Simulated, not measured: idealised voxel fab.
process module | voxel trench capacitor
cross-section cut | 275 nm wide | cells 5 nm
A cross-section is a grid of square cells, given in bands from the top down. A band is one or more rows of cells.
Each band's line starts with the height of the band's top and of its bottom, in nm. Then come its materials from left to right, each with its width in nm. One material with "throughout" fills the band from edge to edge. "air" is empty space.
Height 0 is the level under which the wafer as received is all one material. The lowest band goes on downwards, as in "0 down".
A width such as "30 to 40" changes by the same amount from each row of cells to the next, from the band's top row to its bottom row.
"no change" after a step means that no cell of the cross-section changed.
closed voids: empty space of 8 cells or more with no open way to the top, each as width x height at its distance from the left edge, in nm
after a step's settings: what the simulator itself notes on the step
overlay nm, on a step with a mask: how far to the right of its planned place the mask lay; to the left if negative
plan
1 op RECEIVE | material Si
2 op CONFORMAL_DEP | material SiN | thk nm 10
3 op MASKED_ETCH | tone open | mask id TRENCH | width nm 30 | pitch nm 60 | etch materials SiN | depth nm 10 | overlay nm 0
4 op MASKED_ETCH | tone open | mask id TRENCH | width nm 30 | pitch nm 60 | etch materials Si | depth nm 25 | overlay nm 0
5 op CONFORMAL_DEP | material Al2O3 | thk nm 5
6 op CONFORMAL_DEP | material TiN | thk nm 5
7 op FILL_DEP | material W | thk nm 10
8 op CMP | height nm 10
first wafer, as planned
as received, after step 1
  0 down: Si throughout
  closed voids: none
after step 2
  10 to 0: SiN throughout
  below 0: unchanged
after step 3
  10 to 0: SiN 30 | air 30 | SiN 30 | air 30 | SiN 30 | air 30 | SiN 30 | air 30 | SiN 35
  below 0: unchanged
after step 4
  10 to 0: SiN 30 | air 30 | SiN 30 | air 30 | SiN 30 | air 30 | SiN 30 | air 30 | SiN 35
  0 to -25: Si 30 | air 30 | Si 30 | air 30 | Si 30 | air 30 | Si 30 | air 30 | Si 35
  below -25: unchanged
after step 5
  15 to 10: Al2O3 35 | air 20 | Al2O3 40 | air 20 | Al2O3 40 | air 20 | Al2O3 40 | air 20 | Al2O3 40
  10 to 0: SiN 30 | Al2O3 5 | air 20 | Al2O3 5 | SiN 30 | Al2O3 5 | air 20 | Al2O3 5 | SiN 30 | Al2O3 5 | air 20 | Al2O3 5 | SiN 30 | Al2O3 5 | air 20 | Al2O3 5 | SiN 35
  0 to -20: Si 30 | Al2O3 5 | air 20 | Al2O3 5 | Si 30 | Al2O3 5 | air 20 | Al2O3 5 | Si 30 | Al2O3 5 | air 20 | Al2O3 5 | Si 30 | Al2O3 5 | air 20 | Al2O3 5 | Si 35
  -20 to -25: Si 30 | Al2O3 30 | Si 30 | Al2O3 30 | Si 30 | Al2O3 30 | Si 30 | Al2O3 30 | Si 35
  below -25: unchanged
after step 6
  20 to 15: TiN 40 | air 10 | TiN 50 | air 10 | TiN 50 | air 10 | TiN 50 | air 10 | TiN 45
  15 to 10: Al2O3 35 | TiN 5 | air 10 | TiN 5 | Al2O3 40 | TiN 5 | air 10 | TiN 5 | Al2O3 40 | TiN 5 | air 10 | TiN 5 | Al2O3 40 | TiN 5 | air 10 | TiN 5 | Al2O3 40
  10 to 0: SiN 30 | Al2O3 5 | TiN 5 | air 10 | TiN 5 | Al2O3 5 | SiN 30 | Al2O3 5 | TiN 5 | air 10 | TiN 5 | Al2O3 5 | SiN 30 | Al2O3 5 | TiN 5 | air 10 | TiN 5 | Al2O3 5 | SiN 30 | Al2O3 5 | TiN 5 | air 10 | TiN 5 | Al2O3 5 | SiN 35
  0 to -15: Si 30 | Al2O3 5 | TiN 5 | air 10 | TiN 5 | Al2O3 5 | Si 30 | Al2O3 5 | TiN 5 | air 10 | TiN 5 | Al2O3 5 | Si 30 | Al2O3 5 | TiN 5 | air 10 | TiN 5 | Al2O3 5 | Si 30 | Al2O3 5 | TiN 5 | air 10 | TiN 5 | Al2O3 5 | Si 35
  -15 to -20: Si 30 | Al2O3 5 | TiN 20 | Al2O3 5 | Si 30 | Al2O3 5 | TiN 20 | Al2O3 5 | Si 30 | Al2O3 5 | TiN 20 | Al2O3 5 | Si 30 | Al2O3 5 | TiN 20 | Al2O3 5 | Si 35
  below -20: unchanged
after step 7
  30 to 20: W throughout
  20 to 15: TiN 40 | W 10 | TiN 50 | W 10 | TiN 50 | W 10 | TiN 50 | W 10 | TiN 45
  15 to 10: Al2O3 35 | TiN 5 | W 10 | TiN 5 | Al2O3 40 | TiN 5 | W 10 | TiN 5 | Al2O3 40 | TiN 5 | W 10 | TiN 5 | Al2O3 40 | TiN 5 | W 10 | TiN 5 | Al2O3 40
  10 to 0: SiN 30 | Al2O3 5 | TiN 5 | W 10 | TiN 5 | Al2O3 5 | SiN 30 | Al2O3 5 | TiN 5 | W 10 | TiN 5 | Al2O3 5 | SiN 30 | Al2O3 5 | TiN 5 | W 10 | TiN 5 | Al2O3 5 | SiN 30 | Al2O3 5 | TiN 5 | W 10 | TiN 5 | Al2O3 5 | SiN 35
  0 to -15: Si 30 | Al2O3 5 | TiN 5 | W 10 | TiN 5 | Al2O3 5 | Si 30 | Al2O3 5 | TiN 5 | W 10 | TiN 5 | Al2O3 5 | Si 30 | Al2O3 5 | TiN 5 | W 10 | TiN 5 | Al2O3 5 | Si 30 | Al2O3 5 | TiN 5 | W 10 | TiN 5 | Al2O3 5 | Si 35
  below -15: unchanged
after step 8
  10 to 0: SiN 30 | Al2O3 5 | TiN 5 | W 10 | TiN 5 | Al2O3 5 | SiN 30 | Al2O3 5 | TiN 5 | W 10 | TiN 5 | Al2O3 5 | SiN 30 | Al2O3 5 | TiN 5 | W 10 | TiN 5 | Al2O3 5 | SiN 30 | Al2O3 5 | TiN 5 | W 10 | TiN 5 | Al2O3 5 | SiN 35
  below 0: unchanged
second wafer: like start, like plan, one mistake. Through step 3 it matches the first wafer
when step 4 should have ended
  10 to 0: SiN 30 | air 30 | SiN 30 | air 30 | SiN 30 | air 30 | SiN 30 | air 30 | SiN 35
  0 to -50: Si 30 | air 30 | Si 30 | air 30 | Si 30 | air 30 | Si 30 | air 30 | Si 35
  below -50: unchanged
when step 5 should have ended
  15 to 10: Al2O3 35 | air 20 | Al2O3 40 | air 20 | Al2O3 40 | air 20 | Al2O3 40 | air 20 | Al2O3 40
  10 to 0: SiN 30 | Al2O3 5 | air 20 | Al2O3 5 | SiN 30 | Al2O3 5 | air 20 | Al2O3 5 | SiN 30 | Al2O3 5 | air 20 | Al2O3 5 | SiN 30 | Al2O3 5 | air 20 | Al2O3 5 | SiN 35
  0 to -45: Si 30 | Al2O3 5 | air 20 | Al2O3 5 | Si 30 | Al2O3 5 | air 20 | Al2O3 5 | Si 30 | Al2O3 5 | air 20 | Al2O3 5 | Si 30 | Al2O3 5 | air 20 | Al2O3 5 | Si 35
  -45 to -50: Si 30 | Al2O3 30 | Si 30 | Al2O3 30 | Si 30 | Al2O3 30 | Si 30 | Al2O3 30 | Si 35
  below -50: unchanged
when step 6 should have ended
  20 to 15: TiN 40 | air 10 | TiN 50 | air 10 | TiN 50 | air 10 | TiN 50 | air 10 | TiN 45
  15 to 10: Al2O3 35 | TiN 5 | air 10 | TiN 5 | Al2O3 40 | TiN 5 | air 10 | TiN 5 | Al2O3 40 | TiN 5 | air 10 | TiN 5 | Al2O3 40 | TiN 5 | air 10 | TiN 5 | Al2O3 40
  10 to 0: SiN 30 | Al2O3 5 | TiN 5 | air 10 | TiN 5 | Al2O3 5 | SiN 30 | Al2O3 5 | TiN 5 | air 10 | TiN 5 | Al2O3 5 | SiN 30 | Al2O3 5 | TiN 5 | air 10 | TiN 5 | Al2O3 5 | SiN 30 | Al2O3 5 | TiN 5 | air 10 | TiN 5 | Al2O3 5 | SiN 35
  0 to -40: Si 30 | Al2O3 5 | TiN 5 | air 10 | TiN 5 | Al2O3 5 | Si 30 | Al2O3 5 | TiN 5 | air 10 | TiN 5 | Al2O3 5 | Si 30 | Al2O3 5 | TiN 5 | air 10 | TiN 5 | Al2O3 5 | Si 30 | Al2O3 5 | TiN 5 | air 10 | TiN 5 | Al2O3 5 | Si 35
  -40 to -45: Si 30 | Al2O3 5 | TiN 20 | Al2O3 5 | Si 30 | Al2O3 5 | TiN 20 | Al2O3 5 | Si 30 | Al2O3 5 | TiN 20 | Al2O3 5 | Si 30 | Al2O3 5 | TiN 20 | Al2O3 5 | Si 35
  below -45: unchanged
when step 7 should have ended
  30 to 20: W throughout
  20 to 15: TiN 40 | W 10 | TiN 50 | W 10 | TiN 50 | W 10 | TiN 50 | W 10 | TiN 45
  15 to 10: Al2O3 35 | TiN 5 | W 10 | TiN 5 | Al2O3 40 | TiN 5 | W 10 | TiN 5 | Al2O3 40 | TiN 5 | W 10 | TiN 5 | Al2O3 40 | TiN 5 | W 10 | TiN 5 | Al2O3 40
  10 to 0: SiN 30 | Al2O3 5 | TiN 5 | W 10 | TiN 5 | Al2O3 5 | SiN 30 | Al2O3 5 | TiN 5 | W 10 | TiN 5 | Al2O3 5 | SiN 30 | Al2O3 5 | TiN 5 | W 10 | TiN 5 | Al2O3 5 | SiN 30 | Al2O3 5 | TiN 5 | W 10 | TiN 5 | Al2O3 5 | SiN 35
  0 to -40: Si 30 | Al2O3 5 | TiN 5 | W 10 | TiN 5 | Al2O3 5 | Si 30 | Al2O3 5 | TiN 5 | W 10 | TiN 5 | Al2O3 5 | Si 30 | Al2O3 5 | TiN 5 | W 10 | TiN 5 | Al2O3 5 | Si 30 | Al2O3 5 | TiN 5 | W 10 | TiN 5 | Al2O3 5 | Si 35
  below -40: unchanged
when step 8 should have ended
  10 to 0: SiN 30 | Al2O3 5 | TiN 5 | W 10 | TiN 5 | Al2O3 5 | SiN 30 | Al2O3 5 | TiN 5 | W 10 | TiN 5 | Al2O3 5 | SiN 30 | Al2O3 5 | TiN 5 | W 10 | TiN 5 | Al2O3 5 | SiN 30 | Al2O3 5 | TiN 5 | W 10 | TiN 5 | Al2O3 5 | SiN 35
  below 0: unchanged
what went wrong: step 4 was run twice
at the end the second wafer has, in cells: 40 more of Al2O3 | 120 fewer of Si | 40 more of TiN | 40 more of W
